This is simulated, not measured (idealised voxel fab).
process module | voxel transistor to metal
cross-section cut | 145 nm wide | cells 5 nm
A cross-section is a grid of square cells, given in bands from the top down. A band is one or more rows of cells.
Each band's line starts with the height of the band's top and of its bottom, in nm. Then come its materials from left to right, each with its width in nm. One material with "throughout" fills the band from edge to edge. "air" is empty space.
Height 0 is the level under which the wafer as received is all one material. The lowest band goes on downwards, as in "0 down".
A width such as "30 to 40" changes by the same amount from each row of cells to the next, from the band's top row to its bottom row.
"no change" after a step means that no cell of the cross-section changed.
closed voids: empty space of 8 cells or more with no open way to the top, each as width x height at its distance from the left edge, in nm
after a step's settings: what the simulator itself notes on the step
overlay nm, on a step with a mask: how far to the right of its planned place the mask lay; to the left if negative
plan
1 op RECEIVE | material Si
2 op CONFORMAL_DEP | material SiO2 | thk nm 5
3 op CONFORMAL_DEP | material SiN | thk nm 15
4 op DIRECTIONAL_DEP | material aC | thk nm 15
5 op PATTERN | tone cover | mask id ACTIVE | material resist | width nm 95 | thk nm 30 | overlay nm 0
6 op DIRECTIONAL_ETCH | etch materials aC | depth nm 15
7 op STRIP | etch materials resist
8 op DIRECTIONAL_ETCH | etch materials SiN | depth nm 15
9 op DIRECTIONAL_ETCH | etch materials SiO2 | depth nm 5
10 op DIRECTIONAL_ETCH | etch materials Si | depth nm 35
11 op STRIP | etch materials aC
12 op OXIDIZE | depth nm 5
13 op FILL_DEP | material SiO2 | thk nm 10
14 op CMP | height nm 20
15 op SELECTIVE_ETCH | etch materials SiO2 | depth nm 10
16 op STRIP | etch materials SiN
17 op SELECTIVE_ETCH | etch materials SiO2 | depth nm 5
18 op OXIDIZE | depth nm 5
19 op DIRECTIONAL_DEP | material polySi | thk nm 30
20 op DIRECTIONAL_DEP | material SiCN | thk nm 10
21 op DIRECTIONAL_DEP | material aC | thk nm 15
22 op PATTERN | tone cover | mask id GATE | material resist | width nm 25 | thk nm 35 | overlay nm 0
23 op DIRECTIONAL_ETCH | etch materials aC | depth nm 15
24 op STRIP | etch materials resist
25 op DIRECTIONAL_ETCH | etch materials SiCN | depth nm 20
26 op DIRECTIONAL_ETCH | etch materials polySi | depth nm 40
27 op STRIP | etch materials aC
28 op CONFORMAL_DEP | material SiN | thk nm 5
29 op DIRECTIONAL_ETCH | etch materials SiN | depth nm 5
30 op DIRECTIONAL_ETCH | etch materials SiO2 | depth nm 5
31 op DIRECTIONAL_ETCH | etch materials Si | depth nm 15
32 op EPI | material SiGe | thk nm 20
33 op FILL_DEP | material SiO2 | thk nm 5
34 op CMP | height nm 30
35 op STRIP | etch materials polySi
36 op SELECTIVE_ETCH | etch materials SiO2 | depth nm 5
37 op CONFORMAL_DEP | material HfO2 | thk nm 5
38 op CONFORMAL_DEP | material TiN | thk nm 5
39 op FILL_DEP | material W | thk nm 10
40 op CMP | height nm 25
41 op DIRECTIONAL_DEP | material SiO2 | thk nm 10
42 op MASKED_ETCH | tone open | mask id CONTACT | width nm 15 | pitch nm 70 | etch materials SiO2 | depth nm 35 | overlay nm 0
43 op CONFORMAL_DEP | material TiN | thk nm 5
44 op FILL_DEP | material Ru | thk nm 10
45 op CMP | height nm 35
46 op CONFORMAL_DEP | material SiCN | thk nm 5
47 op DIRECTIONAL_DEP | material SiO2 | thk nm 20
48 op MASKED_ETCH | tone open | mask id METAL_1 | width nm 15 | pitch nm 70 | etch materials SiO2 | depth nm 20 | overlay nm -15
49 op MASKED_ETCH | tone open | mask id METAL_1 | width nm 15 | pitch nm 70 | etch materials SiCN | depth nm 5 | overlay nm 0
50 op CONFORMAL_DEP | material TiN | thk nm 5
51 op FILL_DEP | material W | thk nm 5
52 op CMP | height nm 60
53 op EPI | material Ru | thk nm 5
54 op FILL_DEP | material SiCN | thk nm 5
varied across the wafers: overlay nm of step 48. The plan shows the first wafer's value. All wafers start alike
first wafer as received, after step 1
  0 down: Si throughout
  closed voids: none
first wafer at the end, after step 54
  70 to 65: SiCN throughout
  65 to 60: SiCN 10 | Ru 25 | SiCN 45 | Ru 25 | SiCN 40
  60 to 45: SiO2 15 | TiN 5 | W 5 | TiN 5 | SiO2 55 | TiN 5 | W 5 | TiN 5 | SiO2 45
  45 to 40: SiO2 15 | TiN 15 | SiO2 55 | TiN 15 | SiO2 45
  40 to 35: SiCN throughout
  35 to 25: SiO2 30 | TiN 5 | Ru 5 | TiN 5 | SiO2 55 | TiN 5 | Ru 5 | TiN 5 | SiO2 30
  25 to 20: SiO2 30 | TiN 5 | Ru 5 | TiN 5 | SiO2 10 | SiN 5 | HfO2 5 | TiN 5 | W 5 | TiN 5 | HfO2 5 | SiN 5 | SiO2 10 | TiN 5 | Ru 5 | TiN 5 | SiO2 30
  20 to 15: SiO2 30 | TiN 15 | SiO2 10 | SiN 5 | HfO2 5 | TiN 5 | W 5 | TiN 5 | HfO2 5 | SiN 5 | SiO2 10 | TiN 15 | SiO2 30
  15 to 5: SiO2 30 | TiN 5 | SiGe 20 | SiN 5 | HfO2 5 | TiN 5 | W 5 | TiN 5 | HfO2 5 | SiN 5 | SiGe 20 | TiN 5 | SiO2 30
  5 to 0: SiO2 20 | SiN 5 | SiO2 5 | TiN 5 | SiGe 20 | SiN 5 | HfO2 5 | TiN 15 | HfO2 5 | SiN 5 | SiGe 20 | TiN 5 | SiO2 5 | SiN 5 | SiO2 20
  0 to -5: SiO2 25 | SiGe 30 | HfO2 35 | SiGe 30 | SiO2 25
  -5 to -20: SiO2 30 | SiGe 25 | Si 35 | SiGe 25 | SiO2 30
  -20 to -40: SiO2 30 | Si 85 | SiO2 30
  -40 down: Si throughout
  closed voids: none
last wafer at the end
  70 to 65: SiCN throughout
  65 to 60: SiCN 40 | Ru 25 | SiCN 45 | Ru 25 | SiCN 10
  60 to 45: SiO2 45 | TiN 5 | W 5 | TiN 5 | SiO2 55 | TiN 5 | W 5 | TiN 5 | SiO2 15
  45 to 40: SiO2 45 | TiN 15 | SiO2 55 | TiN 15 | SiO2 15
  40 to 35: SiCN throughout
  35 to 25: SiO2 30 | TiN 5 | Ru 5 | TiN 5 | SiO2 55 | TiN 5 | Ru 5 | TiN 5 | SiO2 30
  25 to 20: SiO2 30 | TiN 5 | Ru 5 | TiN 5 | SiO2 10 | SiN 5 | HfO2 5 | TiN 5 | W 5 | TiN 5 | HfO2 5 | SiN 5 | SiO2 10 | TiN 5 | Ru 5 | TiN 5 | SiO2 30
  20 to 15: SiO2 30 | TiN 15 | SiO2 10 | SiN 5 | HfO2 5 | TiN 5 | W 5 | TiN 5 | HfO2 5 | SiN 5 | SiO2 10 | TiN 15 | SiO2 30
  15 to 5: SiO2 30 | TiN 5 | SiGe 20 | SiN 5 | HfO2 5 | TiN 5 | W 5 | TiN 5 | HfO2 5 | SiN 5 | SiGe 20 | TiN 5 | SiO2 30
  5 to 0: SiO2 20 | SiN 5 | SiO2 5 | TiN 5 | SiGe 20 | SiN 5 | HfO2 5 | TiN 15 | HfO2 5 | SiN 5 | SiGe 20 | TiN 5 | SiO2 5 | SiN 5 | SiO2 20
  0 to -5: SiO2 25 | SiGe 30 | HfO2 35 | SiGe 30 | SiO2 25
  -5 to -20: SiO2 30 | SiGe 25 | Si 35 | SiGe 25 | SiO2 30
  -20 to -40: SiO2 30 | Si 85 | SiO2 30
  -40 down: Si throughout
  closed voids: none
each wafer at the end: cells of each material gained (+) or lost (-) since it was received, then its closed voids
overlay nm -15 | +17 HfO2 | +16 Ru | -143 Si | +77 SiCN | +66 SiGe | +12 SiN | +298 SiO2 | +53 TiN | +10 W | closed voids: none
overlay nm -10 | +17 HfO2 | +16 Ru | -143 Si | +75 SiCN | +66 SiGe | +12 SiN | +298 SiO2 | +55 TiN | +10 W | closed voids: none
overlay nm -5 | +17 HfO2 | +16 Ru | -143 Si | +73 SiCN | +66 SiGe | +12 SiN | +298 SiO2 | +57 TiN | +10 W | closed voids: none
overlay nm 0 | +17 HfO2 | +16 Ru | -143 Si | +71 SiCN | +66 SiGe | +12 SiN | +298 SiO2 | +57 TiN | +12 W | closed voids: none
overlay nm 5 | +17 HfO2 | +16 Ru | -143 Si | +73 SiCN | +66 SiGe | +12 SiN | +298 SiO2 | +57 TiN | +10 W | closed voids: none
overlay nm 10 | +17 HfO2 | +16 Ru | -143 Si | +75 SiCN | +66 SiGe | +12 SiN | +298 SiO2 | +55 TiN | +10 W | closed voids: none
overlay nm 15 | +17 HfO2 | +16 Ru | -143 Si | +77 SiCN | +66 SiGe | +12 SiN | +298 SiO2 | +53 TiN | +10 W | closed voids: none
